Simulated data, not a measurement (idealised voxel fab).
Process module name: voxel double patterning
Shown is cross-section cut, with a width of 260 nm and square cells of size 5 nm.
Think of the cross-section as a grid of square cells. We describe it in bands, top to bottom, and each band covers one or more rows of those cells. Heads up on the band format: heights come first, top then bottom, in nm. After that it's the materials left to right, each with its width in nm. A single material flagged "edge to edge" fills the whole band edge to edge, and "air" means there's empty space there. Heights are measured from 0, the level below which the as-received wafer is all one material; the lowest band has no bottom and continues downward, written as in "0 and below". The width entry "30..40" should be interpreted row by row: the top row of cells in the band takes the first number, the bottom row takes the second number, and the change between adjacent rows is uniform throughout. Given "no modifications" for a step, no cell of the cross-section differs between before and after that step. This entry, "Closed void entries", enumerates those empty regions of no fewer than 8 cells that possess no open connection to the top. Each region is reported in the form width x height at distance, the distance being taken from the left edge, with all three quantities expressed in nm. It should be noted that, on the line of a given step, the content following the step's settings is a remark produced by the simulator itself with respect to that step. You can add "overlay nm" to a step's line. For a step with a mask, it describes how far the mask lay to the right of its planned position, and a negative number describes a lay to the left.
Process steps (planned):
1. RECEIVE,material Si
2. CONFORMAL_DEP,material SiO2,thk nm 5
3. DIRECTIONAL_DEP,material polySi,thk nm 20
4. DIRECTIONAL_DEP,material SiN,thk nm 5
5. PATTERN,tone open,mask id FIRST,material resist,width nm 15,pitch nm 50,thk nm 20,overlay nm 0
6. DIRECTIONAL_ETCH,etch materials SiN,depth nm 5
7. STRIP,etch materials resist
8. MASKED_ETCH,tone open,mask id SECOND,width nm 15,pitch nm 50,etch materials SiN,depth nm 5,overlay nm 0
9. DIRECTIONAL_ETCH,etch materials polySi,depth nm 20
10. STRIP,etch materials SiN
Cross-section of the wafer upon arrival, representing the state reached after step 1:
	0 and below | Si edge to edge
	Closed void entries: none
First of two wafers: cross-section at end of module, run per plan:
	25 down to 5 | polySi 70 nm / air 15 nm / polySi 10 nm / air 15 nm / polySi 10 nm / air 15 nm / polySi 10 nm / air 15 nm / polySi 10 nm / air 15 nm / polySi 75 nm
	5 down to 0 | SiO2 edge to edge
	0 and below | Si edge to edge
	Closed void entries: none
Here's the second of our two wafers sectioned at module end. Same start as the first, same plan, but one mistake got made running it:
	20 down to 0 | polySi 70 nm / air 15 nm / polySi 10 nm / air 15 nm / polySi 10 nm / air 15 nm / polySi 10 nm / air 15 nm / polySi 10 nm / air 15 nm / polySi 75 nm
	0 and below | Si edge to edge
	Closed void entries: none
What went wrong in running the wafer? step 2 of the plan: omitted, not performed
Cell-count delta at end, second wafer over first, by material: SiO2: 52 fewer
